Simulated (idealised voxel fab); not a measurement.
Process module heading - voxel quadruple lines
The width of the displayed cross-section, cut, is 150 nm; its cells are square, with a size of 5 nm.
A cross-section is written here as square cells arranged in a grid, and it is given in bands from the top down, each band taking up one or more rows of cells.
Look at the band entry: it leads with the top's height and the bottom's height in nm. Then it lists the materials left to right, with a width in nm for each. The word "edge to edge" on a single material says that material fills the band edge to edge. The word "empty" is empty space.
For the purposes of this specification, 0 denotes the height below which the wafer in its as-received condition is composed wholly of one material, and the lowermost band, lacking a lower limit, extends downward without end, as expressed in "0 down".
Top row gets the first number, bottom row gets the second, and each row in between changes by the same step: that is how a band width like "30->40" works.
"no change occurred" means the step left every cell of the cross-section as it was.
Entry "Trapped cavities" = empty spaces >= 8 cells with no open way to the top; each as width x height at distance, distance from left edge, all nm.
Where a step's line continues beyond its settings, the continuation is a remark by the simulator itself on that step.
"overlay nm" denotes, for a step that has a mask, the displacement of the mask to the right of its planned place, with negative values corresponding to the left.

# Below is the list of planned process steps
- 1: RECEIVE [material Si]
- 2: CONFORMAL_DEP [material Al2O3] [thk nm 10]
- 3: DIRECTIONAL_DEP [material W] [thk nm 10]
- 4: DIRECTIONAL_DEP [material polySi] [thk nm 20]
- 5: DIRECTIONAL_DEP [material aC] [thk nm 20]
- 6: PATTERN [tone cover] [mask id MANDREL] [material resist] [width nm 30] [thk nm 30] [overlay nm 0]
- 7: DIRECTIONAL_ETCH [etch materials aC] [depth nm 20]
- 8: STRIP [etch materials resist]
- 9: CONFORMAL_DEP [material SiO2] [thk nm 10]
- 10: DIRECTIONAL_ETCH [etch materials SiO2] [depth nm 10]
- 11: STRIP [etch materials aC]
- 12: DIRECTIONAL_ETCH [etch materials polySi] [depth nm 20]
- 13: STRIP [etch materials SiO2]
- 14: CONFORMAL_DEP [material SiCN] [thk nm 10]
- 15: DIRECTIONAL_ETCH [etch materials SiCN] [depth nm 10]
- 16: STRIP [etch materials polySi]
- 17: DIRECTIONAL_ETCH [etch materials W] [depth nm 10]
- 18: STRIP [etch materials SiCN]

# Incoming wafer in cross-section (state: after step 1)
* 0 down: Si edge to edge
* Trapped cavities: none

# Figure: cross-sectional view of the wafer upon completion of the module, processed from the initial state and according to the plan depicted above, with one error introduced during execution
* 20 to 10: empty=50; W=10; empty=10; W=10; empty=10; W=10; empty=50
* 10 to 0: Al2O3 edge to edge
* 0 down: Si edge to edge
* Trapped cavities: none
Against the plan, the run slipped here: so step 6 ended up running with a different setting than we planned, it ran as PATTERN [tone open] [mask id MANDREL] [material resist] [width nm 30] [thk nm 30] [overlay nm 0]
